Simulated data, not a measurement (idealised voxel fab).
process module | voxel tone inversion
cross-section cut | 155 nm wide | cells 5 nm
A cross-section is a grid of square cells, given in bands from the top down. A band is one or more rows of cells.
Each band's line starts with the height of the band's top and of its bottom, in nm. Then come its materials from left to right, each with its width in nm. One material with "throughout" fills the band from edge to edge. "air" is empty space.
Height 0 is the level under which the wafer as received is all one material. The lowest band goes on downwards, as in "0 down".
A width such as "30 to 40" changes by the same amount from each row of cells to the next, from the band's top row to its bottom row.
"no change" after a step means that no cell of the cross-section changed.
closed voids: empty space of 8 cells or more with no open way to the top, each as width x height at its distance from the left edge, in nm
after a step's settings: what the simulator itself notes on the step
overlay nm, on a step with a mask: how far to the right of its planned place the mask lay; to the left if negative
plan
1 op RECEIVE | material Si
2 op CONFORMAL_DEP | material SiN | thk nm 5
3 op DIRECTIONAL_DEP | material polySi | thk nm 15
4 op PATTERN | tone cover | mask id POSTS | material resist | width nm 25 | pitch nm 55 | thk nm 20 | overlay nm 0
5 op DIRECTIONAL_ETCH | etch materials polySi | depth nm 15
6 op STRIP | etch materials resist
7 op FILL_DEP | material lowk | thk nm 5
8 op CMP | height nm 20
9 op STRIP | etch materials polySi
10 op CONFORMAL_DEP | material TiN | thk nm 5
11 op FILL_DEP | material Ru | thk nm 10
12 op CMP | height nm 20
13 op CONFORMAL_DEP | material SiN | thk nm 5
first wafer, as planned
as received, after step 1
  0 down: Si throughout
  closed voids: none
after step 2
  5 to 0: SiN throughout
  below 0: unchanged
after step 3
  20 to 5: polySi throughout
  below 5: unchanged
after step 4
  40 to 20: air 35 | resist 25 | air 30 | resist 25 | air 40
  below 20: unchanged
after step 5
  40 to 20: air 35 | resist 25 | air 30 | resist 25 | air 40
  20 to 5: air 35 | polySi 25 | air 30 | polySi 25 | air 40
  below 5: unchanged
after step 6
  20 to 5: air 35 | polySi 25 | air 30 | polySi 25 | air 40
  below 5: unchanged
after step 7
  25 to 20: lowk throughout
  20 to 5: lowk 35 | polySi 25 | lowk 30 | polySi 25 | lowk 40
  below 5: unchanged
after step 8
  20 to 5: lowk 35 | polySi 25 | lowk 30 | polySi 25 | lowk 40
  below 5: unchanged
after step 9
  20 to 5: lowk 35 | air 25 | lowk 30 | air 25 | lowk 40
  below 5: unchanged
after step 10
  25 to 20: TiN 40 | air 15 | TiN 40 | air 15 | TiN 45
  20 to 10: lowk 35 | TiN 5 | air 15 | TiN 5 | lowk 30 | TiN 5 | air 15 | TiN 5 | lowk 40
  10 to 5: lowk 35 | TiN 25 | lowk 30 | TiN 25 | lowk 40
  below 5: unchanged
after step 11
  35 to 25: Ru throughout
  25 to 20: TiN 40 | Ru 15 | TiN 40 | Ru 15 | TiN 45
  20 to 10: lowk 35 | TiN 5 | Ru 15 | TiN 5 | lowk 30 | TiN 5 | Ru 15 | TiN 5 | lowk 40
  below 10: unchanged
after step 12
  20 to 10: lowk 35 | TiN 5 | Ru 15 | TiN 5 | lowk 30 | TiN 5 | Ru 15 | TiN 5 | lowk 40
  below 10: unchanged
after step 13
  25 to 20: SiN throughout
  below 20: unchanged
second wafer: like start, like plan, one mistake. Through step 3 it matches the first wafer
when step 4 should have ended
  40 to 20: resist 35 | air 25 | resist 30 | air 25 | resist 40
  below 20: unchanged
when step 5 should have ended
  40 to 20: resist 35 | air 25 | resist 30 | air 25 | resist 40
  20 to 5: polySi 35 | air 25 | polySi 30 | air 25 | polySi 40
  below 5: unchanged
when step 6 should have ended
  20 to 5: polySi 35 | air 25 | polySi 30 | air 25 | polySi 40
  below 5: unchanged
when step 7 should have ended
  25 to 20: lowk throughout
  20 to 5: polySi 35 | lowk 25 | polySi 30 | lowk 25 | polySi 40
  below 5: unchanged
when step 8 should have ended
  20 to 5: polySi 35 | lowk 25 | polySi 30 | lowk 25 | polySi 40
  below 5: unchanged
when step 9 should have ended
  20 to 5: air 35 | lowk 25 | air 30 | lowk 25 | air 40
  below 5: unchanged
when step 10 should have ended
  25 to 20: air 30 | TiN 35 | air 20 | TiN 35 | air 35
  20 to 10: air 30 | TiN 5 | lowk 25 | TiN 5 | air 20 | TiN 5 | lowk 25 | TiN 5 | air 35
  10 to 5: TiN 35 | lowk 25 | TiN 30 | lowk 25 | TiN 40
  below 5: unchanged
when step 11 should have ended
  35 to 25: Ru throughout
  25 to 20: Ru 30 | TiN 35 | Ru 20 | TiN 35 | Ru 35
  20 to 10: Ru 30 | TiN 5 | lowk 25 | TiN 5 | Ru 20 | TiN 5 | lowk 25 | TiN 5 | Ru 35
  below 10: unchanged
when step 12 should have ended
  20 to 10: Ru 30 | TiN 5 | lowk 25 | TiN 5 | Ru 20 | TiN 5 | lowk 25 | TiN 5 | Ru 35
  below 10: unchanged
when step 13 should have ended
  25 to 20: SiN throughout
  below 20: unchanged
what went wrong: step 4 ran as: op PATTERN | tone open | mask id POSTS | material resist | width nm 25 | pitch nm 55 | thk nm 20 | overlay nm 0
at the end the second wafer has, in cells: 22 more of Ru | 11 more of TiN | 33 fewer of lowk
